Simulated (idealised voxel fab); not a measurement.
A process module follows: voxel spacer lines.
Cross-section cut: width 265 nm, square cells of 5 nm.
Cross-section, as written here: a square-cell grid given band by band from the top down, where a band holds one or more rows of cells.
A band entry consists of two parts. The first gives the height of the band's top and the height of its bottom, in nm. The rest lists the band's materials from left to right, each with its width in nm. A single material labelled with the word "all across" fills the band from edge to edge, and the word "air" marks empty space.
All heights in this document are referenced to 0, defined as the level beneath which the wafer, as received, consists entirely of one material. The lowest band is not bounded below; it extends indefinitely downward and is written in the form "from 0 down".
A two-number width, for instance "30 to 40", indicates that the width is equal to the first number in the top row of the band and to the second number in the bottom row, and that it changes by a constant amount per row of cells.
You'll sometimes find "no change" written for a step, and that's the way of saying that nowhere in the cross-section did a cell change during that step.
In the "Closed voids list" entry, you get each enclosed empty space of 8 cells or more, one with no open way to the top, written width x height at distance, distance from the left edge, in nm.
Past the settings on a step's line: simulator remark, on that step.
For masked steps, "overlay nm" on the step line gives how far right of plan the mask actually lay; a minus sign means it lay to the left.

THESE ARE THE STEPS WE PLANNED FOR THE PROCESS
1: RECEIVE with material Si
2: CONFORMAL_DEP with material SiO2, thk nm 5
3: DIRECTIONAL_DEP with material TiN, thk nm 20
4: DIRECTIONAL_DEP with material polySi, thk nm 25
5: PATTERN with tone cover, mask id MANDREL, material resist, width nm 15, pitch nm 60, thk nm 35, overlay nm 0
6: DIRECTIONAL_ETCH with etch materials polySi, depth nm 25
7: STRIP with etch materials resist
8: CONFORMAL_DEP with material SiN, thk nm 15
9: DIRECTIONAL_ETCH with etch materials SiN, depth nm 15
10: STRIP with etch materials polySi
11: DIRECTIONAL_ETCH with etch materials TiN, depth nm 20
12: STRIP with etch materials SiN

CROSS-SECTION: WAFER ON ARRIVAL = AFTER STEP 1
  from 0 down | Si all across
  Closed voids list: none

CROSS-SECTION, FIRST OF TWO WAFERS, END OF MODULE, RUN AS PLANNED
  from 25 to 5 | air=80, TiN=15, air=15, TiN=15, air=15, TiN=15, air=15, TiN=15, air=80
  from 5 to 0 | SiO2 all across
  from 0 down | Si all across
  Closed voids list: none

CROSS-SECTIONAL VIEW: SECOND OF TWO WAFERS, END OF MODULE; START AND PLAN IDENTICAL TO THE FIRST, ONE MISTAKE IN RUNNING
  from 25 to 5 | air=80, TiN=15, air=15, TiN=15, air=15, TiN=15, air=15, TiN=15, air=80
  from 5 to 0 | TiN all across
  from 0 down | Si all across
  Closed voids list: none
It is concluded that the wafer was processed incorrectly with respect to the plan, in that not per plan at step 2, really ran CONFORMAL_DEP with material TiN, thk nm 5
Per the end-of-run cell counts, the second wafer holds more or fewer of some materials than the first: 53 fewer of SiO2 | 53 more of TiN
